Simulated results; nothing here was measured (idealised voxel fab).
Herein follows the process module entitled voxel released beams.
Cross-section cut spans 280 nm and uses square cells 5 nm in size.
In what follows, cross-sections appear as grids of square cells, described through bands that run from the top down, where every band is one or more rows of cells.
Per band: top height and bottom height in nm, followed by the left-to-right materials and their widths in nm; "throughout" marks a single material spanning edge to edge, "empty" marks empty space.
Height is counted from the level 0, under which the received wafer is composed throughout of one material. The lowest of the bands is not closed at the bottom but continues downward, in the notation "0 down".
It should be noted that a width expressed as "30 to 40" varies in equal increments from row to row of cells within the band, taking the value of the first number at the top row and that of the second number at the bottom row.
A step reported as "remained unchanged" is a step in which no cell of the cross-section changed.
This entry, "Internal closed voids", enumerates those empty regions of no fewer than 8 cells that possess no open connection to the top. Each region is reported in the form width x height at distance, the distance being taken from the left edge, with all three quantities expressed in nm.
That trailing text on a step's line, after the settings, is the simulator's own remark on the step.
Regarding "overlay nm": on a step with a mask, it is the distance the mask lay to the right of its planned place; a negative value places it to the left.

plan:
step 1: RECEIVE (material Si)
step 2: CONFORMAL_DEP (material Al2O3; thk nm 10)
step 3: DIRECTIONAL_DEP (material SiO2; thk nm 15)
step 4: MASKED_ETCH (tone open; mask id ANCHOR; width nm 25; etch materials SiO2; depth nm 15; overlay nm 0)
step 5: CONFORMAL_DEP (material W; thk nm 10)
step 6: DIRECTIONAL_DEP (material aC; thk nm 15)
step 7: PATTERN (tone cover; mask id BEAM; material resist; width nm 105; thk nm 35; overlay nm 0)
step 8: DIRECTIONAL_ETCH (etch materials aC; depth nm 15)
step 9: STRIP (etch materials resist)
step 10: DIRECTIONAL_ETCH (etch materials W; depth nm 10)
step 11: STRIP (etch materials aC)
step 12: STRIP (etch materials SiO2)

First of two wafers - as planned:

Cross-section of the incoming wafer, state after step 1:
    0 down = Si throughout
    Internal closed voids: none

Wafer section view after processing step 2:
    10 to 0 = Al2O3 throughout
    Rest of section, below 0: as before.

Wafer section view after processing step 3:
    25 to 10 = SiO2 throughout
    Rest of section, below 10: as before.

Wafer section view after processing step 4:
    25 to 10 = SiO2=90  empty=25  SiO2=165
    Rest of section, below 10: as before.

Wafer section view after processing step 5:
    35 to 25 = W=100  empty=5  W=175
    25 to 20 = SiO2=90  W=10  empty=5  W=10  SiO2=165
    20 to 10 = SiO2=90  W=25  SiO2=165
    Rest of section, below 10: as before.

Wafer section view after processing step 6:
    50 to 35 = aC=100  empty=5  aC=175
    35 to 25 = W=100  aC=5  W=175
    25 to 20 = SiO2=90  W=10  aC=5  W=10  SiO2=165
    Rest of section, below 20: as before.

Wafer section view after processing step 7:
    85 to 50 = empty=85  resist=105  empty=90
    50 to 35 = aC=100  resist=5  aC=175
    Rest of section, below 35: as before.

Wafer section view after processing step 8:
    70 to 50 = empty=85  resist=105  empty=90
    50 to 35 = empty=85  aC=15  resist=5  aC=85  empty=90
    Rest of section, below 35: as before.

Wafer section view after processing step 9:
    50 to 35 = empty=85  aC=15  empty=5  aC=85  empty=90
    Rest of section, below 35: as before.

Wafer section view after processing step 10:
    50 to 35 = empty=85  aC=15  empty=5  aC=85  empty=90
    35 to 25 = empty=85  W=15  aC=5  W=85  empty=90
    Rest of section, below 25: as before.

Wafer section view after processing step 11:
    35 to 25 = empty=85  W=15  empty=5  W=85  empty=90
    25 to 20 = SiO2=90  W=10  empty=5  W=10  SiO2=165
    Rest of section, below 20: as before.

Wafer section view after processing step 12:
    35 to 25 = empty=85  W=15  empty=5  W=85  empty=90
    25 to 20 = empty=90  W=10  empty=5  W=10  empty=165
    20 to 10 = empty=90  W=25  empty=165
    Rest of section, below 10: as before.

Second wafer, same starting state and plan as the first, one mistake in the run, identical through step 3:

Cross-sectional representation of the second wafer at the time designated in the plan for the completion of step 4:
    25 to 10 = empty=90  SiO2=25  empty=165
    Rest of section, below 10: as before.

Cross-sectional representation of the second wafer at the time designated in the plan for the completion of step 5:
    35 to 25 = empty=80  W=45  empty=155
    25 to 20 = empty=80  W=10  SiO2=25  W=10  empty=155
    20 to 10 = W=90  SiO2=25  W=165
    Rest of section, below 10: as before.

Cross-sectional representation of the second wafer at the time designated in the plan for the completion of step 6:
    50 to 35 = empty=80  aC=45  empty=155
    35 to 25 = aC=80  W=45  aC=155
    25 to 20 = aC=80  W=10  SiO2=25  W=10  aC=155
    Rest of section, below 20: as before.

Cross-sectional representation of the second wafer at the time designated in the plan for the completion of step 7:
    85 to 50 = empty=85  resist=105  empty=90
    50 to 35 = empty=80  aC=45  resist=65  empty=90
    Rest of section, below 35: as before.

Cross-sectional representation of the second wafer at the time designated in the plan for the completion of step 8:
    70 to 50 = empty=85  resist=105  empty=90
    50 to 35 = empty=85  aC=40  resist=65  empty=90
    35 to 25 = empty=80  W=45  aC=65  empty=90
    25 to 20 = empty=80  W=10  SiO2=25  W=10  aC=65  empty=90
    Rest of section, below 20: as before.

Cross-sectional representation of the second wafer at the time designated in the plan for the completion of step 9:
    50 to 35 = empty=85  aC=40  empty=155
    Rest of section, below 35: as before.

Cross-sectional representation of the second wafer at the time designated in the plan for the completion of step 10:
    50 to 35 = empty=85  aC=40  empty=155
    35 to 25 = empty=85  W=40  aC=65  empty=90
    25 to 20 = empty=80  W=10  SiO2=25  W=10  aC=65  empty=90
    20 to 10 = empty=80  W=10  SiO2=25  W=75  empty=90
    Rest of section, below 10: as before.

Cross-sectional representation of the second wafer at the time designated in the plan for the completion of step 11:
    35 to 25 = empty=85  W=40  empty=155
    25 to 20 = empty=80  W=10  SiO2=25  W=10  empty=155
    Rest of section, below 20: as before.

Cross-sectional representation of the second wafer at the time designated in the plan for the completion of step 12: remained unchanged
Misprocessing identified: step 4 did not happen as planned, as run it was MASKED_ETCH (tone cover; mask id ANCHOR; width nm 25; etch materials SiO2; depth nm 15; overlay nm 0)
Per the end-of-run cell counts, the second wafer holds more or fewer of some materials than the first: SiO2: 15 more
